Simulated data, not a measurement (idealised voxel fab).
voxel self aligned vias: a process module
Shown is cross-section cut, with a width of 265 nm and square cells of size 5 nm.
Cross-section, as written here: a square-cell grid given band by band from the top down, where a band holds one or more rows of cells. This entry defines a band. It first specifies the height of the band's top and the height of its bottom in nm, and then specifies the band's materials from left to right, stating each material with its width in nm. The word "everywhere" identifies a single material that fills the band from edge to edge, while the word "empty" identifies empty space. Heights are measured from 0, the level below which the as-received wafer is all one material; the lowest band has no bottom and continues downward, written as in "from 0 down". With a width like "30->40", each row of cells in the band differs from the next by the same amount, the top row carrying the first number and the bottom row the second. "remained the same" (step): cross-section cells unchanged, all of them. Under "Closed internal voids" you'll find the enclosed gaps, the ones with no way out to the top, that are 8 cells or bigger; each reads width x height at distance, with distance counted from the left edge, everything in nm. Read whatever lies past the settings on a step's line as the simulator's own remark about the step. overlay nm: mask offset rightward from planned place, masked step; negative means leftward offset.

Intended process steps
1 RECEIVE (material Si)
2 CONFORMAL_DEP (material SiO2; thk nm 15)
3 CONFORMAL_DEP (material SiCN; thk nm 5)
4 DIRECTIONAL_DEP (material SiO2; thk nm 25)
5 PATTERN (tone open; mask id LINES; material resist; width nm 30; pitch nm 70; thk nm 20; overlay nm 0)
6 DIRECTIONAL_ETCH (etch materials SiO2; depth nm 25)
7 STRIP (etch materials resist)
8 CONFORMAL_DEP (material TiN; thk nm 5)
9 FILL_DEP (material Ru; thk nm 5)
10 CMP (height nm 45)
11 SELECTIVE_ETCH (etch materials W Ru TiN; depth nm 10)
12 FILL_DEP (material SiN; thk nm 10)
13 CMP (height nm 45)
14 DIRECTIONAL_DEP (material SiO2; thk nm 15)
15 DIRECTIONAL_DEP (material aC; thk nm 15)
16 PATTERN (tone open; mask id VIAS; material resist; width nm 40; pitch nm 70; thk nm 35; overlay nm 0)
17 DIRECTIONAL_ETCH (etch materials aC; depth nm 15)
18 STRIP (etch materials resist)
19 DIRECTIONAL_ETCH (etch materials SiO2; depth nm 15)
20 DIRECTIONAL_ETCH (etch materials SiN; depth nm 10)
21 STRIP (etch materials aC)
22 CONFORMAL_DEP (material TiN; thk nm 5)
23 FILL_DEP (material W; thk nm 10)
24 CMP (height nm 60)
25 CONFORMAL_DEP (material SiCN; thk nm 5)

So this is the incoming wafer in cross-section - it's already been through step 1
- from 0 down | Si everywhere
- Closed internal voids: none

Wafer cross-section at module end: first of two, run to plan
- from 65 to 60 | SiCN everywhere
- from 60 to 50 | SiO2=40 | TiN=5 | W=30 | TiN=5 | SiO2=30 | TiN=5 | W=30 | TiN=5 | SiO2=30 | TiN=5 | W=30 | TiN=5 | SiO2=45
- from 50 to 40 | SiO2=40->45 | TiN=10->5 | W=20 | TiN=10->5 | SiO2=30->40 | TiN=10->5 | W=20 | TiN=10->5 | SiO2=30->40 | TiN=10->5 | W=20 | TiN=10->5 | SiO2=45->50
- from 40 to 35 | SiO2=45 | TiN=30 | SiO2=40 | TiN=30 | SiO2=40 | TiN=30 | SiO2=50
- from 35 to 25 | SiO2=45 | TiN=5 | Ru=20 | TiN=5 | SiO2=40 | TiN=5 | Ru=20 | TiN=5 | SiO2=40 | TiN=5 | Ru=20 | TiN=5 | SiO2=50
- from 25 to 20 | SiO2=45 | TiN=30 | SiO2=40 | TiN=30 | SiO2=40 | TiN=30 | SiO2=50
- from 20 to 15 | SiCN everywhere
- from 15 to 0 | SiO2 everywhere
- from 0 down | Si everywhere
- Closed internal voids: none

Now the second wafer, cross-sectioned at the end of the module. Nothing different at the start, nothing different in the plan compared with the first, just one mistake when it was actually run
- from 80 to 75 | SiCN everywhere
- from 75 to 65 | W everywhere
- from 65 to 60 | TiN=45 | W=30 | TiN=40 | W=30 | TiN=40 | W=30 | TiN=50
- from 60 to 50 | SiO2=40 | TiN=5 | W=30 | TiN=5 | SiO2=30 | TiN=5 | W=30 | TiN=5 | SiO2=30 | TiN=5 | W=30 | TiN=5 | SiO2=45
- from 50 to 40 | SiO2=40->45 | TiN=10->5 | W=20 | TiN=10->5 | SiO2=30->40 | TiN=10->5 | W=20 | TiN=10->5 | SiO2=30->40 | TiN=10->5 | W=20 | TiN=10->5 | SiO2=45->50
- from 40 to 35 | SiO2=45 | TiN=30 | SiO2=40 | TiN=30 | SiO2=40 | TiN=30 | SiO2=50
- from 35 to 25 | SiO2=45 | TiN=5 | Ru=20 | TiN=5 | SiO2=40 | TiN=5 | Ru=20 | TiN=5 | SiO2=40 | TiN=5 | Ru=20 | TiN=5 | SiO2=50
- from 25 to 20 | SiO2=45 | TiN=30 | SiO2=40 | TiN=30 | SiO2=40 | TiN=30 | SiO2=50
- from 20 to 15 | SiCN everywhere
- from 15 to 0 | SiO2 everywhere
- from 0 down | Si everywhere
- Closed internal voids: none
Misprocessing identified: plan step 24 never ran because it was skipped
In the final state, the cell counts of the second wafer exceed or fall short of those of the first for the following materials: +35 TiN; +124 W
